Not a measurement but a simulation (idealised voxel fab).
Process module, titled voxel capacitor over wiring
This is section cut - it's 210 nm across, gridded in 5 nm square cells.
Reading order for cross-sections: top band down to bottom band. Underlying form: a grid of square cells. Band size: one or more rows of cells. Within each band entry, the heights of the top and of the bottom of the band appear first, in that order and in nm; the materials of the band then follow from left to right, each with its corresponding width in nm. The designation "everywhere" on a single material indicates that it fills the band from edge to edge; the designation "blank" indicates empty space. Heads up on the height convention: 0 is the point under which the incoming wafer is all one material, and the lowest band has no bottom, it just keeps going down, like "z 0 and below". Quick explanation for "30..40": the width changes in equal steps down the rows of cells, from the first number in the band's top row to the second number in its bottom row. Given "remained unchanged" for a step, no cell of the cross-section differs between before and after that step. Empty spaces without an open route to the top, at least 8 cells in extent, make up the entry "Closed void roster"; each is given as width x height at distance, where the distance is measured from the left edge, and all are in nm. If you see something after the settings on a step's line, that's the simulator's own remark about that step. Each step line may optionally specify "overlay nm", which for a step with a mask gives the rightward distance between the mask's planned place and where it lay, a negative value indicating the leftward direction.

-- Process steps (planned)
1. RECEIVE | material Si
2. CONFORMAL_DEP | material SiO2 | thk nm 15
3. CONFORMAL_DEP | material SiN | thk nm 5
4. DIRECTIONAL_DEP | material lowk | thk nm 15
5. PATTERN | tone open | mask id METAL_1 | material resist | width nm 20 | pitch nm 75 | thk nm 20 | overlay nm 0
6. DIRECTIONAL_ETCH | etch materials lowk | depth nm 15
7. DIRECTIONAL_ETCH | etch materials SiN | depth nm 5
8. STRIP | etch materials resist
9. CONFORMAL_DEP | material TiN | thk nm 5
10. FILL_DEP | material Ru | thk nm 10
11. CMP | height nm 35
12. EPI | material Ru | thk nm 5
13. FILL_DEP | material SiCN | thk nm 5
14. DIRECTIONAL_DEP | material lowk | thk nm 10
15. MASKED_ETCH | tone open | mask id PLUG_1 | width nm 15 | etch materials lowk | depth nm 10 | overlay nm 0
16. MASKED_ETCH | tone open | mask id PLUG_1 | width nm 15 | etch materials SiCN | depth nm 5 | overlay nm 0
17. EPI | material Ru | thk nm 10
18. EPI | material Ru | thk nm 5
19. DIRECTIONAL_DEP | material TiN | thk nm 5
20. DIRECTIONAL_DEP | material Al2O3 | thk nm 5
21. DIRECTIONAL_DEP | material TiN | thk nm 5
22. DIRECTIONAL_DEP | material aC | thk nm 15
23. PATTERN | tone cover | mask id UPPER_PLATE | material resist | width nm 60 | thk nm 35 | overlay nm 0
24. DIRECTIONAL_ETCH | etch materials aC | depth nm 15
25. STRIP | etch materials resist
26. DIRECTIONAL_ETCH | etch materials TiN | depth nm 5
27. DIRECTIONAL_ETCH | etch materials Al2O3 | depth nm 5
28. STRIP | etch materials aC
29. MASKED_ETCH | tone cover | mask id LOWER_PLATE | width nm 70 | etch materials TiN | depth nm 5 | overlay nm 0
30. FILL_DEP | material SiO2 | thk nm 20
31. CMP | height nm 85
32. PATTERN | tone open | mask id PLUG_2 | material resist | width nm 15 | thk nm 20 | overlay nm 0
33. DIRECTIONAL_ETCH | etch materials SiO2 | depth nm 15
34. STRIP | etch materials resist
35. CONFORMAL_DEP | material TiN | thk nm 5
36. FILL_DEP | material Cu | thk nm 10
37. CMP | height nm 85
38. CONFORMAL_DEP | material SiCN | thk nm 5

-- Wafer at receipt (post step 1), cross-section
    z 0 and below  Si everywhere
    Closed void roster: none

-- This is how the wafer looks in cross-section once the module is done, given the starting state and plan above and one mistake in carrying the plan out
    z 90 to 85  SiCN everywhere
    z 85 to 75  SiO2 70 nm, TiN 5 nm, Cu 5 nm, TiN 5 nm, SiO2 125 nm
    z 75 to 65  SiO2 70..60 nm, TiN 15..60 nm, SiO2 125..90 nm
    z 65 to 60  SiO2 60 nm, Al2O3 60 nm, SiO2 90 nm
    z 60 to 55  SiO2 55 nm, TiN 70 nm, SiO2 85 nm
    z 55 to 45  lowk 60 nm, Ru 15 nm, lowk 135 nm
    z 45 to 40  SiCN 60 nm, Ru 15 nm, SiCN 135 nm
    z 40 to 35  Ru everywhere
    z 35 to 30  TiN 60 nm, Ru 10 nm, TiN 65 nm, Ru 10 nm, TiN 65 nm
    z 30 to 20  lowk 55 nm, TiN 5 nm, Ru 10 nm, TiN 5 nm, lowk 55 nm, TiN 5 nm, Ru 10 nm, TiN 5 nm, lowk 60 nm
    z 20 to 15  lowk 55 nm, TiN 20 nm, lowk 55 nm, TiN 20 nm, lowk 60 nm
    z 15 to 0  SiO2 everywhere
    z 0 and below  Si everywhere
    Closed void roster: none
Run error: step 3 of the plan did not run at all; it was left out
